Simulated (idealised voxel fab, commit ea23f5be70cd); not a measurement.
Proc. module: voxel local oxidation
Square cell edge 5 nm, section width 300 nm, ID cut.
For the purposes of this document, a cross-section shall be understood as a grid of square cells, specified as bands listed in top-to-bottom order, each band consisting of one or more rows of cells.
Basically the band line says how high the top is and how high the bottom is, in nm, and then what's in it from left to right, every material with its width in nm. Empty space shows up as "blank", and if a single material carries "full width" it runs the full band edge to edge.
The reference from which all heights are counted is 0, the level beneath which the as-received wafer is entirely one material; the lowest band, having no lower bound, proceeds downward and is written after the example "0..down".
Width: "30->40" (first number = top row, second number = bottom row, same change from row to row of cells).
"no modifications" after a step means that no cell of the cross-section changed.
"Closed void roster": empty spaces of 8 cells or more with no open way to the top, each given as width x height at distance, distance from the left edge, all in nm.
Note: text after step settings on the step line = simulator remark on that step.
overlay nm: mask offset rightward from planned place, masked step; negative means leftward offset.

STEPS PLANNED FOR THE PROCESS
1. op RECEIVE | material Si
2. op OXIDIZE | depth nm 5
3. op CONFORMAL_DEP | material SiN | thk nm 10
4. op MASKED_ETCH | tone cover | mask id ACTIVE | width nm 130 | etch materials SiN | depth nm 10 | overlay nm 0
5. op SELECTIVE_ETCH | etch materials SiO2 | depth nm 5
6. op OXIDIZE | depth nm 10
7. op STRIP | etch materials SiN

OF TWO WAFERS, THE FIRST: RUN ACCORDING TO PLAN

DELIVERED WAFER IN CROSS-SECTION: STATE AFTER STEP 1
    0..down  Si full width
    Closed void roster: none

CROSS-SECTION OF THE WAFER SUBSEQUENT TO STEP 2
    0..-5  SiO2 full width
    Under -5: no change, same as before.

CROSS-SECTION OF THE WAFER SUBSEQUENT TO STEP 3
    10..0  SiN full width
    Under 0: no change, same as before.

CROSS-SECTION OF THE WAFER SUBSEQUENT TO STEP 4
    10..0  blank (85), then SiN (130), then blank (85)
    Under 0: no change, same as before.

CROSS-SECTION OF THE WAFER SUBSEQUENT TO STEP 5
    10..0  blank (85), then SiN (130), then blank (85)
    0..-5  blank (90), then SiO2 (120), then blank (90)
    Under -5: no change, same as before.

CROSS-SECTION OF THE WAFER SUBSEQUENT TO STEP 6
    10..0  blank (85), then SiN (130), then blank (85)
    0..-5  blank (90), then SiO2 (120), then blank (90)
    -5..-15  SiO2 (100), then Si (100), then SiO2 (100)
    Under -15: no change, same as before.

CROSS-SECTION OF THE WAFER SUBSEQUENT TO STEP 7
    0..-5  blank (90), then SiO2 (120), then blank (90)
    Under -5: no change, same as before.

THE SECOND WAFER: COMMON ORIGIN AND PLAN, ONE MISTAKE IN EXECUTION, IDENTICAL TO THE FIRST THROUGH STEP 5

CROSS-SECTION OF THE SECOND WAFER WHEN, ACCORDING TO PLAN, STEP 6 SHOULD HAVE FINISHED
    0..-5  blank (90), then SiO2 (120), then blank (90)
    Under -5: no change, same as before.

CROSS-SECTION OF THE SECOND WAFER WHEN, ACCORDING TO PLAN, STEP 7 SHOULD HAVE FINISHED
    0..-5  blank (90), then SiO2 (120), then blank (90)
    -5..-15  SiO2 (100), then Si (100), then SiO2 (100)
    Under -15: no change, same as before.
Where did the run depart from the plan? steps 6 and 7 got flipped, so each one ran where the other should have
Since the two wafers finish with cross-sections that are the same, nothing this model computes is changed by the mistake.
